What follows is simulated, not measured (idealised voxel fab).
Title: Process Module voxel self aligned contacts
Xsec cut, 270 nm wide, square cell size 5 nm.
A cross-section is written here as square cells arranged in a grid, and it is given in bands from the top down, each band taking up one or more rows of cells.
Look at the band entry: it leads with the top's height and the bottom's height in nm. Then it lists the materials left to right, with a width in nm for each. The word "all across" on a single material says that material fills the band edge to edge. The word "empty" is empty space.
Height 0 is the level under which the wafer as received is all one material. The lowest band goes on downwards, as in "from 0 down".
Per-row width for "30 to 40": begins at first number (top row of band), ends at second number (bottom row), increment between rows held constant.
No cell of the cross-section changed in a step that is given as "nothing different".
"Fully sealed voids" contains a list of empty spaces, each no smaller than 8 cells and without an open way to the top, written in the form width x height at distance with the distance from the left edge and all three in nm.
That trailing text on a step's line, after the settings, is the simulator's own remark on the step.
"overlay nm", when on a step's line for a step with a mask, measures how far to the right of its planned place the mask lay; a negative measure means to the left.

So here's the lineup of process steps we planned:
1,RECEIVE | material Si
2,CONFORMAL_DEP | material SiO2 | thk nm 5
3,DIRECTIONAL_DEP | material polySi | thk nm 25
4,DIRECTIONAL_DEP | material SiN | thk nm 20
5,MASKED_ETCH | tone cover | mask id GATE | width nm 25 | pitch nm 65 | etch materials SiN | depth nm 20 | overlay nm 0
6,MASKED_ETCH | tone cover | mask id GATE | width nm 25 | pitch nm 65 | etch materials polySi | depth nm 25 | overlay nm 0
7,CONFORMAL_DEP | material SiN | thk nm 10
8,DIRECTIONAL_ETCH | etch materials SiN | depth nm 10
9,FILL_DEP | material SiO2 | thk nm 15
10,CMP | height nm 55
11,PATTERN | tone open | mask id CONTACT | material resist | width nm 50 | pitch nm 65 | thk nm 15 | overlay nm 0
12,DIRECTIONAL_ETCH | etch materials SiO2 | depth nm 45
13,STRIP | etch materials resist
14,CONFORMAL_DEP | material TiN | thk nm 5
15,FILL_DEP | material W | thk nm 5
16,CMP | height nm 55
17,CONFORMAL_DEP | material SiN | thk nm 5
Same starting wafers, different depth nm at step 12. Plan value belongs to the first wafer.

Step 1 complete: as-received cross-section of the first of several wafers:
> from 0 down: Si all across
> Fully sealed voids: none

The rows of the table below are wafers. Looking at the end of the module, a row counts, for every material, the cells the wafer has gained, shown as (+), or lost, shown as (-), since it was received; its closed voids come next:
depth nm 45; +222 SiN; +267 SiO2; +52 TiN; +32 W; +75 polySi; Fully sealed voids: none
depth nm 50; +222 SiN; +259 SiO2; +56 TiN; +36 W; +75 polySi; Fully sealed voids: none
depth nm 55; +222 SiN; +251 SiO2; +60 TiN; +40 W; +75 polySi; Fully sealed voids: none
depth nm 60; +222 SiN; +251 SiO2; +60 TiN; +40 W; +75 polySi; Fully sealed voids: none
depth nm 65; +222 SiN; +251 SiO2; +60 TiN; +40 W; +75 polySi; Fully sealed voids: none
depth nm 70; +222 SiN; +251 SiO2; +60 TiN; +40 W; +75 polySi; Fully sealed voids: none
